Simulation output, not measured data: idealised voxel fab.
A process module follows: voxel tone inversion.
For reference, the cross-section in this document is cut, with width 270 nm and square cells of 5 nm.
Think of the cross-section as a grid of square cells. We describe it in bands, top to bottom, and each band covers one or more rows of those cells.
In this notation a band is specified by the heights of its top and bottom, in that order and in nm, after which its materials appear from left to right, each paired with its width in nm. The word "full width" attached to a single material means that material fills the band from edge to edge; the word "air" stands for empty space.
Beneath 0, the wafer as received is one material, and that level is where height counting begins. The lowest band goes on downward without a bottom; it is written like "0 -> down".
Read "30..40" as a graded width: first number on top, second number at the bottom, same change between each pair of neighbouring rows.
Step marked "no alterations made"? Then no cell in the cross-section changed in it.
Any empty space of 8 cells or more lacking an open way to the top shows up in "Sealed voids" as width x height at distance, distance from the left edge, in nm.
The remark found on a step's line after its settings is issued by the simulator itself and pertains to that step.
"overlay nm" answers the question of how far to the right of plan the mask lay on a step that has a mask, and when it is negative the answer is to the left.
# Planned step list for the process
1: RECEIVE, material Si
2: CONFORMAL_DEP, material SiCN, thk nm 5
3: DIRECTIONAL_DEP, material aC, thk nm 20
4: PATTERN, tone cover, mask id POSTS, material resist, width nm 15, pitch nm 50, thk nm 30, overlay nm 0
5: DIRECTIONAL_ETCH, etch materials aC, depth nm 20
6: STRIP, etch materials resist
7: FILL_DEP, material lowk, thk nm 5
8: CMP, height nm 25
9: STRIP, etch materials aC
10: CONFORMAL_DEP, material TiN, thk nm 5
11: FILL_DEP, material Ru, thk nm 5
12: CMP, height nm 25
13: CONFORMAL_DEP, material SiN, thk nm 5
Wafer-to-wafer difference: width nm, step 4. Common start. Plan = first wafer's value.
# Cross-section of the first incoming wafer of several, state after step 1
	0 -> down | Si full width
	Sealed voids: none
# Below is a per-wafer table. In it, each row describes the wafer at the end of the module by giving, for each material, the number of cells gained (+) or lost (-) since the wafer was received, and after that the closed voids of the wafer
width nm 15; +6 Ru; +54 SiCN; +54 SiN; +18 TiN; +192 lowk; Sealed voids: none
width nm 20; +12 Ru; +54 SiCN; +54 SiN; +20 TiN; +184 lowk; Sealed voids: none
width nm 25; +18 Ru; +54 SiCN; +54 SiN; +22 TiN; +176 lowk; Sealed voids: none
width nm 30; +24 Ru; +54 SiCN; +54 SiN; +24 TiN; +168 lowk; Sealed voids: none
width nm 35; +30 Ru; +54 SiCN; +54 SiN; +26 TiN; +160 lowk; Sealed voids: none
